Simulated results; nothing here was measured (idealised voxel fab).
Process module under the name voxel local oxidation
The width of the displayed cross-section, cut, is 160 nm; its cells are square, with a size of 5 nm.
How to read a cross-section here: the picture is a grid of square cells, written as bands going from the top down, and any band can span one or more rows of cells.
For a band, the entry starts with two heights in nm, that of the top and then that of the bottom, and carries on with the band's materials in order from left to right, each alongside its width in nm; the word "all across" beside a single material means it fills the band edge to edge, and "air" means empty space.
We count height from 0. Below that, the starting wafer is all one material. The lowest band never ends at the bottom but goes on down; see "from 0 down" for how that is written.
A width such as "30->40" changes by the same amount from each row of cells to the next, from the band's top row to its bottom row.
Any step labelled "no change occurred" changed none of the cells in the cross-section.
Under "Closed void catalog" you'll find the enclosed gaps, the ones with no way out to the top, that are 8 cells or bigger; each reads width x height at distance, with distance counted from the left edge, everything in nm.
Formally, on a step line, whatever follows the settings is a remark that the simulator itself makes on the step.
overlay nm: step with mask; distance mask lay right of planned place; negative value = left of planned place.

# The planned process steps are enumerated hereunder
1. RECEIVE | material Si
2. CONFORMAL_DEP | material SiO2 | thk nm 5
3. CONFORMAL_DEP | material SiN | thk nm 10
4. PATTERN | tone cover | mask id ACTIVE | material resist | width nm 95 | thk nm 15 | overlay nm 0
5. DIRECTIONAL_ETCH | etch materials SiN | depth nm 10
6. STRIP | etch materials resist
7. SELECTIVE_ETCH | etch materials SiO2 | depth nm 5
8. OXIDIZE | depth nm 10
9. STRIP | etch materials SiN

# Incoming wafer in cross-section (state: after step 1)
	from 0 down | Si all across
	Closed void catalog: none

# Starting wafer: above. Plan: above. Run: one mistake. Cross-section after the module: below
	from 5 to 0 | 30 air  95 SiO2  35 air
	from 0 to -10 | 40 SiO2  75 Si  45 SiO2
	from -10 down | Si all across
	Closed void catalog: none
The mistake made against the process plan was this: the process deviated at step 4: the operation and settings actually run there were PATTERN | tone cover | mask id ACTIVE | material resist | width nm 105 | thk nm 15 | overlay nm 0
